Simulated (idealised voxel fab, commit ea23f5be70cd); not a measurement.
process module | voxel capacitor over wiring
For reference, the cross-section in this document is cut, with width 240 nm and square cells of 5 nm.
Throughout this document, each cross-section is represented as a grid of square cells and is presented as a sequence of bands enumerated from the top downward, where a band comprises one or more rows of cells.
A band entry consists of two parts. The first gives the height of the band's top and the height of its bottom, in nm. The rest lists the band's materials from left to right, each with its width in nm. A single material labelled with the word "throughout" fills the band from edge to edge, and the word "blank" marks empty space.
The reference from which all heights are counted is 0, the level beneath which the as-received wafer is entirely one material; the lowest band, having no lower bound, proceeds downward and is written after the example "0 down".
Width spec "30->40" -> top row of cells at first value, bottom row at second value, equal per-row change in between.
"remains unaltered" (step): cross-section cells unchanged, all of them.
This entry, "Closed void catalog", enumerates those empty regions of no fewer than 8 cells that possess no open connection to the top. Each region is reported in the form width x height at distance, the distance being taken from the left edge, with all three quantities expressed in nm.
Formally, on a step line, whatever follows the settings is a remark that the simulator itself makes on the step.
overlay nm: mask right of planned place by this much (step with mask). Neg. = left.

The process steps that were planned are listed below:
1. RECEIVE with material Si
2. CONFORMAL_DEP with material SiO2, thk nm 15
3. DIRECTIONAL_DEP with material TiN, thk nm 5
4. DIRECTIONAL_DEP with material Ru, thk nm 15
5. DIRECTIONAL_DEP with material aC, thk nm 10
6. PATTERN with tone cover, mask id METAL_1, material resist, width nm 25, pitch nm 75, thk nm 25, overlay nm 0
7. DIRECTIONAL_ETCH with etch materials aC, depth nm 10
8. STRIP with etch materials resist
9. DIRECTIONAL_ETCH with etch materials Ru, depth nm 15
10. DIRECTIONAL_ETCH with etch materials TiN, depth nm 5
11. STRIP with etch materials aC
12. FILL_DEP with material SiO2, thk nm 10
13. CMP with height nm 35
14. CONFORMAL_DEP with material SiCN, thk nm 5
15. DIRECTIONAL_DEP with material SiO2, thk nm 20
16. MASKED_ETCH with tone open, mask id PLUG_1, width nm 15, etch materials SiO2, depth nm 20, overlay nm 0
17. MASKED_ETCH with tone open, mask id PLUG_1, width nm 15, etch materials SiCN, depth nm 5, overlay nm 0
18. EPI with material Ru, thk nm 10
19. EPI with material Ru, thk nm 10
20. EPI with material Ru, thk nm 5
21. DIRECTIONAL_DEP with material TiN, thk nm 10
22. DIRECTIONAL_DEP with material SiN, thk nm 5
23. DIRECTIONAL_DEP with material TiN, thk nm 10
24. DIRECTIONAL_DEP with material aC, thk nm 15
25. PATTERN with tone cover, mask id UPPER_PLATE, material resist, width nm 45, thk nm 30, overlay nm 0
26. DIRECTIONAL_ETCH with etch materials aC, depth nm 15
27. STRIP with etch materials resist
28. DIRECTIONAL_ETCH with etch materials TiN, depth nm 10
29. DIRECTIONAL_ETCH with etch materials SiN, depth nm 5
30. STRIP with etch materials aC
31. DIRECTIONAL_DEP with material aC, thk nm 15
32. PATTERN with tone cover, mask id LOWER_PLATE, material resist, width nm 65, thk nm 30, overlay nm 0
33. DIRECTIONAL_ETCH with etch materials aC, depth nm 15
34. STRIP with etch materials resist
35. DIRECTIONAL_ETCH with etch materials TiN, depth nm 10
36. STRIP with etch materials aC
37. FILL_DEP with material SiO2, thk nm 15
38. CMP with height nm 95
39. DIRECTIONAL_DEP with material aC, thk nm 10
40. PATTERN with tone open, mask id PLUG_2, material resist, width nm 15, thk nm 30, overlay nm 0
41. DIRECTIONAL_ETCH with etch materials aC, depth nm 10
42. STRIP with etch materials resist
43. DIRECTIONAL_ETCH with etch materials SiO2, depth nm 10
44. STRIP with etch materials aC
45. CONFORMAL_DEP with material TiN, thk nm 5
46. FILL_DEP with material Cu, thk nm 5
47. CMP with height nm 95
48. CONFORMAL_DEP with material SiN, thk nm 5
Among the wafers covered here, the point of difference is the width nm at step 25; their starting state is shared, and the plan presents the value of the first wafer.

Cross-section of the first of several wafers on receipt, reflecting completion of step 1:
0 down = Si throughout
Closed void catalog: none

Each row below is a wafer at the end of the module, listing for every material the number of cells it has gained (+) or lost (-) since it was received, followed by its closed voids:
width nm 45; +1 Cu; +45 Ru; +45 SiCN; +57 SiN; +753 SiO2; +59 TiN; Closed void catalog: none
width nm 50; +1 Cu; +45 Ru; +45 SiCN; +58 SiN; +750 SiO2; +61 TiN; Closed void catalog: none
width nm 55; +1 Cu; +45 Ru; +45 SiCN; +59 SiN; +747 SiO2; +63 TiN; Closed void catalog: none
width nm 60; +1 Cu; +45 Ru; +45 SiCN; +60 SiN; +744 SiO2; +65 TiN; Closed void catalog: none
width nm 65; +1 Cu; +45 Ru; +45 SiCN; +61 SiN; +741 SiO2; +67 TiN; Closed void catalog: none
width nm 70; +1 Cu; +45 Ru; +45 SiCN; +62 SiN; +738 SiO2; +69 TiN; Closed void catalog: none
